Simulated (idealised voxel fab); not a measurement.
The process module that follows is named voxel gate over fins.
In the cross-section labelled cut, the width is 160 nm and each square cell is 5 nm.
Heads up, the way a cross-section reads in here is a grid of square cells, handed over as bands from the top down, with every band being one or more rows of cells.
Band: top and bottom heights (nm) first, top before bottom; then materials from left to right, widths in nm. "everywhere" marks a sole material filling the band edge to edge. "air" denotes empty space.
Heights are reckoned from 0. Under this level, the received wafer is all of one material. The bottommost band is open-ended downward, for example "from 0 down".
It should be noted that a width expressed as "30..40" varies in equal increments from row to row of cells within the band, taking the value of the first number at the top row and that of the second number at the bottom row.
A step reported as "stayed the same" is a step in which no cell of the cross-section changed.
Each empty space that has no open way to the top and spans at least 8 cells appears under "Voids, sealed" as width x height at distance, the distance counted from the left edge, all in nm.
after a step's settings: what the simulator itself notes on the step
overlay nm: for a step with a mask, the amount by which the mask lay right of where it was planned; a negative amount means left of it.

# Below is the list of planned process steps
step 1: RECEIVE, material Si
step 2: CONFORMAL_DEP, material SiN, thk nm 5
step 3: MASKED_ETCH, tone cover, mask id FINS, width nm 15, pitch nm 40, etch materials SiN, depth nm 5, overlay nm 0
step 4: MASKED_ETCH, tone cover, mask id FINS, width nm 15, pitch nm 40, etch materials Si, depth nm 30, overlay nm 0
step 5: OXIDIZE, depth nm 5
step 6: FILL_DEP, material SiO2, thk nm 15
step 7: CMP, height nm 5
step 8: SELECTIVE_ETCH, etch materials SiO2, depth nm 15
step 9: STRIP, etch materials SiN
step 10: CONFORMAL_DEP, material HfO2, thk nm 5
step 11: CONFORMAL_DEP, material TiN, thk nm 5
step 12: FILL_DEP, material W, thk nm 10
step 13: CMP, height nm 15
step 14: CONFORMAL_DEP, material SiCN, thk nm 10

# First of two wafers, with the run carried out as planned

# as received, after step 1
    from 0 down = Si everywhere
    Voids, sealed: none

# Cross-section of the wafer after step 2
    from 5 to 0 = SiN everywhere
    Under 0: no change, same as before.

# Cross-section of the wafer after step 3
    from 5 to 0 = air: 50  SiN: 15  air: 25  SiN: 15  air: 55
    Under 0: no change, same as before.

# Cross-section of the wafer after step 4
    from 5 to 0 = air: 50  SiN: 15  air: 25  SiN: 15  air: 55
    from 0 to -30 = air: 50  Si: 15  air: 25  Si: 15  air: 55
    Under -30: no change, same as before.

# Cross-section of the wafer after step 5
    from 5 to 0 = air: 50  SiN: 15  air: 25  SiN: 15  air: 55
    from 0 to -30 = air: 50  SiO2: 5  Si: 5  SiO2: 5  air: 25  SiO2: 5  Si: 5  SiO2: 5  air: 55
    from -30 to -35 = SiO2: 55  Si: 5  SiO2: 35  Si: 5  SiO2: 60
    Under -35: no change, same as before.

# Cross-section of the wafer after step 6
    from 20 to 5 = SiO2 everywhere
    from 5 to 0 = SiO2: 50  SiN: 15  SiO2: 25  SiN: 15  SiO2: 55
    from 0 to -35 = SiO2: 55  Si: 5  SiO2: 35  Si: 5  SiO2: 60
    Under -35: no change, same as before.

# Cross-section of the wafer after step 7
    from 5 to 0 = SiO2: 50  SiN: 15  SiO2: 25  SiN: 15  SiO2: 55
    Under 0: no change, same as before.

# Cross-section of the wafer after step 8
    from 5 to 0 = air: 50  SiN: 15  air: 25  SiN: 15  air: 55
    from 0 to -10 = air: 55  Si: 5  air: 35  Si: 5  air: 60
    Under -10: no change, same as before.

# Cross-section of the wafer after step 9
    from 0 to -10 = air: 55  Si: 5  air: 35  Si: 5  air: 60
    Under -10: no change, same as before.

# Cross-section of the wafer after step 10
    from 5 to 0 = air: 50  HfO2: 15  air: 25  HfO2: 15  air: 55
    from 0 to -5 = air: 50  HfO2: 5  Si: 5  HfO2: 5  air: 25  HfO2: 5  Si: 5  HfO2: 5  air: 55
    from -5 to -10 = HfO2: 55  Si: 5  HfO2: 35  Si: 5  HfO2: 60
    Under -10: no change, same as before.

# Cross-section of the wafer after step 11
    from 10 to 5 = air: 45  TiN: 25  air: 15  TiN: 25  air: 50
    from 5 to 0 = air: 45  TiN: 5  HfO2: 15  TiN: 5  air: 15  TiN: 5  HfO2: 15  TiN: 5  air: 50
    from 0 to -5 = TiN: 50  HfO2: 5  Si: 5  HfO2: 5  TiN: 25  HfO2: 5  Si: 5  HfO2: 5  TiN: 55
    Under -5: no change, same as before.

# Cross-section of the wafer after step 12
    from 20 to 10 = W everywhere
    from 10 to 5 = W: 45  TiN: 25  W: 15  TiN: 25  W: 50
    from 5 to 0 = W: 45  TiN: 5  HfO2: 15  TiN: 5  W: 15  TiN: 5  HfO2: 15  TiN: 5  W: 50
    Under 0: no change, same as before.

# Cross-section of the wafer after step 13
    from 15 to 10 = W everywhere
    Under 10: no change, same as before.

# Cross-section of the wafer after step 14
    from 25 to 15 = SiCN everywhere
    Under 15: no change, same as before.

# Wafer two of the pair: same origin, same plan, one error during the run; identical to wafer one up to and including step 9

# Here is the second wafer in cross-section at the point where step 10 of the plan should have been done
    from 15 to 5 = air: 40  HfO2: 35  air: 5  HfO2: 35  air: 45
    from 5 to 0 = HfO2 everywhere
    from 0 to -10 = HfO2: 55  Si: 5  HfO2: 35  Si: 5  HfO2: 60
    Under -10: no change, same as before.

# Here is the second wafer in cross-section at the point where step 11 of the plan should have been done
    from 20 to 15 = air: 35  TiN: 85  air: 40
    from 15 to 10 = air: 35  TiN: 5  HfO2: 35  TiN: 5  HfO2: 35  TiN: 5  air: 40
    from 10 to 5 = TiN: 40  HfO2: 35  TiN: 5  HfO2: 35  TiN: 45
    Under 5: no change, same as before.

# Here is the second wafer in cross-section at the point where step 12 of the plan should have been done
    from 30 to 20 = W everywhere
    from 20 to 15 = W: 35  TiN: 85  W: 40
    from 15 to 10 = W: 35  TiN: 5  HfO2: 35  TiN: 5  HfO2: 35  TiN: 5  W: 40
    Under 10: no change, same as before.

# Here is the second wafer in cross-section at the point where step 13 of the plan should have been done
    from 15 to 10 = W: 35  TiN: 5  HfO2: 35  TiN: 5  HfO2: 35  TiN: 5  W: 40
    Under 10: no change, same as before.

# Here is the second wafer in cross-section at the point where step 14 of the plan should have been done
    from 25 to 15 = SiCN everywhere
    Under 15: no change, same as before.
What was the processing mistake? step 10 did not use the planned setting and instead ran as CONFORMAL_DEP, material HfO2, thk nm 15
FYI, end of process, the second wafer has more or fewer cells of some materials than the first: 80 more of HfO2 | 19 fewer of TiN | 61 fewer of W
